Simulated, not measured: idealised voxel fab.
process module | voxel transistor to metal
cross-section cut | 150 nm wide | cells 5 nm
A cross-section is a grid of square cells, given in bands from the top down. A band is one or more rows of cells.
Each band's line starts with the height of the band's top and of its bottom, in nm. Then come its materials from left to right, each with its width in nm. One material with "throughout" fills the band from edge to edge. "air" is empty space.
Height 0 is the level under which the wafer as received is all one material. The lowest band goes on downwards, as in "0 down".
A width such as "30 to 40" changes by the same amount from each row of cells to the next, from the band's top row to its bottom row.
"no change" after a step means that no cell of the cross-section changed.
closed voids: empty space of 8 cells or more with no open way to the top, each as width x height at its distance from the left edge, in nm
after a step's settings: what the simulator itself notes on the step
overlay nm, on a step with a mask: how far to the right of its planned place the mask lay; to the left if negative
plan
1 op RECEIVE | material Si
2 op OXIDIZE | depth nm 5
3 op CONFORMAL_DEP | material SiN | thk nm 10
4 op MASKED_ETCH | tone cover | mask id ACTIVE | width nm 115 | etch materials SiN | depth nm 10 | overlay nm 0
5 op MASKED_ETCH | tone cover | mask id ACTIVE | width nm 115 | etch materials SiO2 | depth nm 5 | overlay nm 0
6 op MASKED_ETCH | tone cover | mask id ACTIVE | width nm 115 | etch materials Si | depth nm 25 | overlay nm 0
7 op OXIDIZE | depth nm 5
8 op FILL_DEP | material SiO2 | thk nm 10
9 op CMP | height nm 10
10 op SELECTIVE_ETCH | etch materials SiO2 | depth nm 5
11 op STRIP | etch materials SiN
12 op SELECTIVE_ETCH | etch materials SiO2 | depth nm 5
13 op OXIDIZE | depth nm 5
14 op DIRECTIONAL_DEP | material polySi | thk nm 30
15 op DIRECTIONAL_DEP | material SiCN | thk nm 15
16 op DIRECTIONAL_DEP | material aC | thk nm 15
17 op PATTERN | tone cover | mask id GATE | material resist | width nm 25 | thk nm 35 | overlay nm 0
18 op DIRECTIONAL_ETCH | etch materials aC | depth nm 15
19 op STRIP | etch materials resist
20 op DIRECTIONAL_ETCH | etch materials SiCN | depth nm 25
21 op DIRECTIONAL_ETCH | etch materials polySi | depth nm 40
22 op STRIP | etch materials aC
23 op CONFORMAL_DEP | material SiN | thk nm 5
24 op DIRECTIONAL_ETCH | etch materials SiN | depth nm 5
25 op DIRECTIONAL_ETCH | etch materials SiO2 | depth nm 5
26 op EPI | material nSi | thk nm 5
27 op FILL_DEP | material SiO2 | thk nm 10
28 op CMP | height nm 25
29 op STRIP | etch materials polySi
30 op SELECTIVE_ETCH | etch materials SiO2 | depth nm 5
31 op CONFORMAL_DEP | material HfO2 | thk nm 5
32 op CONFORMAL_DEP | material TiN | thk nm 5
33 op FILL_DEP | material W | thk nm 5
34 op CMP | height nm 20
35 op DIRECTIONAL_DEP | material SiO2 | thk nm 10
36 op DIRECTIONAL_DEP | material aC | thk nm 10
37 op PATTERN | tone open | mask id CONTACT | material resist | width nm 20 | pitch nm 85 | thk nm 25 | overlay nm 0
38 op DIRECTIONAL_ETCH | etch materials aC | depth nm 10
39 op STRIP | etch materials resist
40 op DIRECTIONAL_ETCH | etch materials SiO2 | depth nm 35
41 op STRIP | etch materials aC
42 op CONFORMAL_DEP | material TiN | thk nm 5
43 op FILL_DEP | material W | thk nm 10
44 op CMP | height nm 30
45 op DIRECTIONAL_DEP | material TiN | thk nm 5
46 op DIRECTIONAL_DEP | material W | thk nm 15
47 op DIRECTIONAL_DEP | material aC | thk nm 15
48 op PATTERN | tone cover | mask id METAL_1 | material resist | width nm 20 | pitch nm 85 | thk nm 30 | overlay nm 0
49 op DIRECTIONAL_ETCH | etch materials aC | depth nm 15
50 op STRIP | etch materials resist
51 op DIRECTIONAL_ETCH | etch materials W | depth nm 15
52 op DIRECTIONAL_ETCH | etch materials TiN | depth nm 5
53 op STRIP | etch materials aC
54 op CONFORMAL_DEP | material SiCN | thk nm 5
55 op FILL_DEP | material lowk | thk nm 10
56 op CMP | height nm 50
57 op CONFORMAL_DEP | material SiCN | thk nm 5
58 op DIRECTIONAL_DEP | material lowk | thk nm 35
59 op PATTERN | tone open | mask id METAL_2 | material resist | width nm 20 | pitch nm 85 | thk nm 20 | overlay nm 0
60 op DIRECTIONAL_ETCH | etch materials lowk | depth nm 20
61 op STRIP | etch materials resist
62 op DIRECTIONAL_DEP | material aC | thk nm 15
63 op PATTERN | tone open | mask id METAL_2_HOLES | material resist | width nm 15 | pitch nm 85 | thk nm 35 | overlay nm -5
64 op DIRECTIONAL_ETCH | etch materials aC | depth nm 15
65 op STRIP | etch materials resist
66 op DIRECTIONAL_ETCH | etch materials lowk | depth nm 15
67 op DIRECTIONAL_ETCH | etch materials SiCN | depth nm 5
68 op STRIP | etch materials aC
69 op CONFORMAL_DEP | material TiN | thk nm 5
70 op FILL_DEP | material Cu | thk nm 10
71 op CMP | height nm 90
72 op CONFORMAL_DEP | material SiCN | thk nm 5
varied across the wafers: overlay nm of step 63. The plan shows the first wafer's value. All wafers start alike
first wafer as received, after step 1
  0 down: Si throughout
  closed voids: none
each wafer at the end: cells of each material gained (+) or lost (-) since it was received, then its closed voids
overlay nm -5 | +16 Cu | +17 HfO2 | -105 Si | +90 SiCN | +12 SiN | +169 SiO2 | +89 TiN | +52 W | +214 lowk | +16 nSi | closed voids: none
overlay nm 0 | +20 Cu | +17 HfO2 | -105 Si | +88 SiCN | +12 SiN | +169 SiO2 | +87 TiN | +52 W | +214 lowk | +16 nSi | closed voids: none
overlay nm 5 | +20 Cu | +17 HfO2 | -105 Si | +88 SiCN | +12 SiN | +169 SiO2 | +87 TiN | +52 W | +214 lowk | +16 nSi | closed voids: none
overlay nm 10 | +16 Cu | +17 HfO2 | -105 Si | +90 SiCN | +12 SiN | +169 SiO2 | +89 TiN | +52 W | +214 lowk | +16 nSi | closed voids: none
overlay nm 15 | +20 Cu | +17 HfO2 | -105 Si | +92 SiCN | +12 SiN | +169 SiO2 | +83 TiN | +52 W | +214 lowk | +16 nSi | closed voids: none
